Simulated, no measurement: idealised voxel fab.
The process module that follows is named voxel ribs on slabs.
We display cut, a cross-section 150 nm in width whose square cells are each 5 nm.
Each cross-section below is a grid of square cells, stated as bands in top-down order, with one or more rows of cells making up each band. Each band's line starts with the height of the band's top and of its bottom, in nm. Then come its materials from left to right, each with its width in nm. One material with "throughout" fills the band from edge to edge. "air" is empty space. It should be noted that heights are counted from 0, beneath which the wafer as supplied is of one material throughout, and that the lowest band possesses no lower boundary but continues downward, as written in "0 -> down". Read "30->40" as a graded width: first number on top, second number at the bottom, same change between each pair of neighbouring rows. When a step is marked "no modifications", none of the cells in the cross-section changed during that step. In the "Closed cavities" entry, you get each enclosed empty space of 8 cells or more, one with no open way to the top, written width x height at distance, distance from the left edge, in nm. Text after the settings on a step's line: the simulator's own remark on that step. "overlay nm" on a masked step: distance the mask lay right of its planned place, negative for left.

plan:
1,RECEIVE: material Si
2,DIRECTIONAL_DEP: material SiO2, thk nm 20
3,DIRECTIONAL_DEP: material polySi, thk nm 25
4,MASKED_ETCH: tone cover, mask id RIB, width nm 20, etch materials polySi, depth nm 15, overlay nm 0
5,DIRECTIONAL_DEP: material aC, thk nm 15
6,PATTERN: tone cover, mask id SLAB, material resist, width nm 50, thk nm 30, overlay nm 0
7,DIRECTIONAL_ETCH: etch materials aC, depth nm 15
8,STRIP: etch materials resist
9,DIRECTIONAL_ETCH: etch materials polySi, depth nm 10
10,STRIP: etch materials aC
11,FILL_DEP: material SiO2, thk nm 15
12,CMP: height nm 55
13,DIRECTIONAL_DEP: material W, thk nm 5
14,DIRECTIONAL_DEP: material aC, thk nm 15
15,PATTERN: tone cover, mask id HEATER, material resist, width nm 30, thk nm 30, overlay nm 0
16,DIRECTIONAL_ETCH: etch materials aC, depth nm 15
17,STRIP: etch materials resist
18,DIRECTIONAL_ETCH: etch materials W, depth nm 5
19,STRIP: etch materials aC
20,CONFORMAL_DEP: material SiO2, thk nm 10

First wafer out of two, processed as planned:

As received (post step 1): cross-section:
  0 -> down | Si throughout
  Closed cavities: none

Presented here is a cross-section of the wafer after step 2 has been performed:
  20 -> 0 | SiO2 throughout
  For the remainder of the cross-section, below 0, there is no change.

Presented here is a cross-section of the wafer after step 3 has been performed:
  45 -> 20 | polySi throughout
  For the remainder of the cross-section, below 20, there is no change.

Presented here is a cross-section of the wafer after step 4 has been performed:
  45 -> 30 | 65 of air; 20 of polySi; 65 of air
  For the remainder of the cross-section, below 30, there is no change.

Presented here is a cross-section of the wafer after step 5 has been performed:
  60 -> 45 | 65 of air; 20 of aC; 65 of air
  45 -> 30 | 65 of aC; 20 of polySi; 65 of aC
  For the remainder of the cross-section, below 30, there is no change.

Presented here is a cross-section of the wafer after step 6 has been performed:
  90 -> 60 | 50 of air; 50 of resist; 50 of air
  60 -> 45 | 50 of air; 15 of resist; 20 of aC; 15 of resist; 50 of air
  For the remainder of the cross-section, below 45, there is no change.

Presented here is a cross-section of the wafer after step 7 has been performed:
  75 -> 60 | 50 of air; 50 of resist; 50 of air
  60 -> 45 | 50 of air; 15 of resist; 20 of aC; 15 of resist; 50 of air
  45 -> 30 | 50 of air; 15 of aC; 20 of polySi; 15 of aC; 50 of air
  For the remainder of the cross-section, below 30, there is no change.

Presented here is a cross-section of the wafer after step 8 has been performed:
  60 -> 45 | 65 of air; 20 of aC; 65 of air
  For the remainder of the cross-section, below 45, there is no change.

Presented here is a cross-section of the wafer after step 9 has been performed:
  60 -> 45 | 65 of air; 20 of aC; 65 of air
  45 -> 30 | 50 of air; 15 of aC; 20 of polySi; 15 of aC; 50 of air
  30 -> 20 | 50 of air; 50 of polySi; 50 of air
  For the remainder of the cross-section, below 20, there is no change.

Presented here is a cross-section of the wafer after step 10 has been performed:
  45 -> 30 | 65 of air; 20 of polySi; 65 of air
  For the remainder of the cross-section, below 30, there is no change.

Presented here is a cross-section of the wafer after step 11 has been performed:
  60 -> 45 | SiO2 throughout
  45 -> 30 | 65 of SiO2; 20 of polySi; 65 of SiO2
  30 -> 20 | 50 of SiO2; 50 of polySi; 50 of SiO2
  For the remainder of the cross-section, below 20, there is no change.

Presented here is a cross-section of the wafer after step 12 has been performed:
  55 -> 45 | SiO2 throughout
  For the remainder of the cross-section, below 45, there is no change.

Presented here is a cross-section of the wafer after step 13 has been performed:
  60 -> 55 | W throughout
  For the remainder of the cross-section, below 55, there is no change.

Presented here is a cross-section of the wafer after step 14 has been performed:
  75 -> 60 | aC throughout
  For the remainder of the cross-section, below 60, there is no change.

Presented here is a cross-section of the wafer after step 15 has been performed:
  105 -> 75 | 60 of air; 30 of resist; 60 of air
  For the remainder of the cross-section, below 75, there is no change.

Presented here is a cross-section of the wafer after step 16 has been performed:
  90 -> 75 | 60 of air; 30 of resist; 60 of air
  75 -> 60 | 60 of air; 30 of aC; 60 of air
  For the remainder of the cross-section, below 60, there is no change.

Presented here is a cross-section of the wafer after step 17 has been performed:
  75 -> 60 | 60 of air; 30 of aC; 60 of air
  For the remainder of the cross-section, below 60, there is no change.

Presented here is a cross-section of the wafer after step 18 has been performed:
  75 -> 60 | 60 of air; 30 of aC; 60 of air
  60 -> 55 | 60 of air; 30 of W; 60 of air
  For the remainder of the cross-section, below 55, there is no change.

Presented here is a cross-section of the wafer after step 19 has been performed:
  60 -> 55 | 60 of air; 30 of W; 60 of air
  For the remainder of the cross-section, below 55, there is no change.

Presented here is a cross-section of the wafer after step 20 has been performed:
  70 -> 65 | 50 of air; 50 of SiO2; 50 of air
  65 -> 60 | SiO2 throughout
  60 -> 55 | 60 of SiO2; 30 of W; 60 of SiO2
  For the remainder of the cross-section, below 55, there is no change.

Regarding the second of the two wafers: it shared the first wafer's starting condition and process plan, yet one error occurred during its execution. Its history coincides with that of the first wafer up to and including step 19:

Look at the second wafer in cross-section at the time step 20 ought to have finished: no modifications
Deviation from plan: step 20 from the plan never happened, it was just skipped
Wrapping up, a cell-based count of both wafers puts the second over or under the first for these materials: 64 fewer of SiO2
